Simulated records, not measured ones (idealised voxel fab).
You're looking at the process module voxel trench capacitor.
Cross-section cut spans 185 nm and uses square cells 5 nm in size.
How to read a cross-section here: the picture is a grid of square cells, written as bands going from the top down, and any band can span one or more rows of cells. Within each band entry, the heights of the top and of the bottom of the band appear first, in that order and in nm; the materials of the band then follow from left to right, each with its corresponding width in nm. The designation "all across" on a single material indicates that it fills the band from edge to edge; the designation "empty" indicates empty space. For the purposes of this specification, 0 denotes the height below which the wafer in its as-received condition is composed wholly of one material, and the lowermost band, lacking a lower limit, extends downward without end, as expressed in "z 0 and below". So if you see something like "30->40" for the width, read it as the top row of the band sitting at the first number and the bottom row at the second, with every row in between moving by the same amount as the last. "nothing altered" -> step changed no cross-section cell. Basically, "Closed internal cavities" tells you about the enclosed voids: empty spaces with no open way to the top, 8 cells or bigger, each written width x height at distance, where distance is from the left edge, all in nm. Step line, after settings: the simulator's comment on this step. On any step carrying a mask, the "overlay nm" setting, if present on the step's line, tells how far right of its planned place the mask lay; negative values point to the left.

# Process steps - plan
1 RECEIVE | material Si
2 CONFORMAL_DEP | material SiN | thk nm 5
3 PATTERN | tone open | mask id TRENCH | material resist | width nm 30 | pitch nm 50 | thk nm 20 | overlay nm 0
4 DIRECTIONAL_ETCH | etch materials SiN | depth nm 5
5 DIRECTIONAL_ETCH | etch materials Si | depth nm 25
6 STRIP | etch materials resist
7 CONFORMAL_DEP | material Al2O3 | thk nm 5
8 CONFORMAL_DEP | material TiN | thk nm 5
9 FILL_DEP | material W | thk nm 10
10 CMP | height nm 5

# Here's what the wafer looked like in cross-section when it arrived - that's after step 1
	z 0 and below | Si all across
	Closed internal cavities: none

# First of two wafers: cross-section at end of module, run per plan
	z 5 to 0 | SiN 25, then Al2O3 5, then TiN 5, then W 10, then TiN 5, then Al2O3 5, then SiN 20, then Al2O3 5, then TiN 5, then W 10, then TiN 5, then Al2O3 5, then SiN 20, then Al2O3 5, then TiN 5, then W 10, then TiN 5, then Al2O3 5, then SiN 30
	z 0 to -15 | Si 25, then Al2O3 5, then TiN 5, then W 10, then TiN 5, then Al2O3 5, then Si 20, then Al2O3 5, then TiN 5, then W 10, then TiN 5, then Al2O3 5, then Si 20, then Al2O3 5, then TiN 5, then W 10, then TiN 5, then Al2O3 5, then Si 30
	z -15 to -20 | Si 25, then Al2O3 5, then TiN 20, then Al2O3 5, then Si 20, then Al2O3 5, then TiN 20, then Al2O3 5, then Si 20, then Al2O3 5, then TiN 20, then Al2O3 5, then Si 30
	z -20 to -25 | Si 25, then Al2O3 30, then Si 20, then Al2O3 30, then Si 20, then Al2O3 30, then Si 30
	z -25 and below | Si all across
	Closed internal cavities: none

# Wafer two, end of module, cross-section. Same start, same plan as wafer one. One mistake in the run
	z 5 to 0 | W 15, then TiN 5, then Al2O3 5, then SiN 30, then Al2O3 5, then TiN 10, then Al2O3 5, then SiN 30, then Al2O3 5, then TiN 10, then Al2O3 5, then SiN 30, then Al2O3 5, then TiN 5, then W 20
	z 0 to -15 | W 15, then TiN 5, then Al2O3 5, then Si 30, then Al2O3 5, then TiN 10, then Al2O3 5, then Si 30, then Al2O3 5, then TiN 10, then Al2O3 5, then Si 30, then Al2O3 5, then TiN 5, then W 20
	z -15 to -20 | TiN 20, then Al2O3 5, then Si 30, then Al2O3 5, then TiN 10, then Al2O3 5, then Si 30, then Al2O3 5, then TiN 10, then Al2O3 5, then Si 30, then Al2O3 5, then TiN 25
	z -20 to -25 | Al2O3 25, then Si 30, then Al2O3 20, then Si 30, then Al2O3 20, then Si 30, then Al2O3 30
	z -25 and below | Si all across
	Closed internal cavities: none
Here's what went sideways: step 3 was processed under conditions differing from the plan, specifically as PATTERN | tone cover | mask id TRENCH | material resist | width nm 30 | pitch nm 50 | thk nm 20 | overlay nm 0
In the final state, the cell counts of the second wafer exceed or fall short of those of the first for the following materials: 1 more of Al2O3; 5 fewer of Si; 1 fewer of SiN; 1 more of TiN; 4 more of W
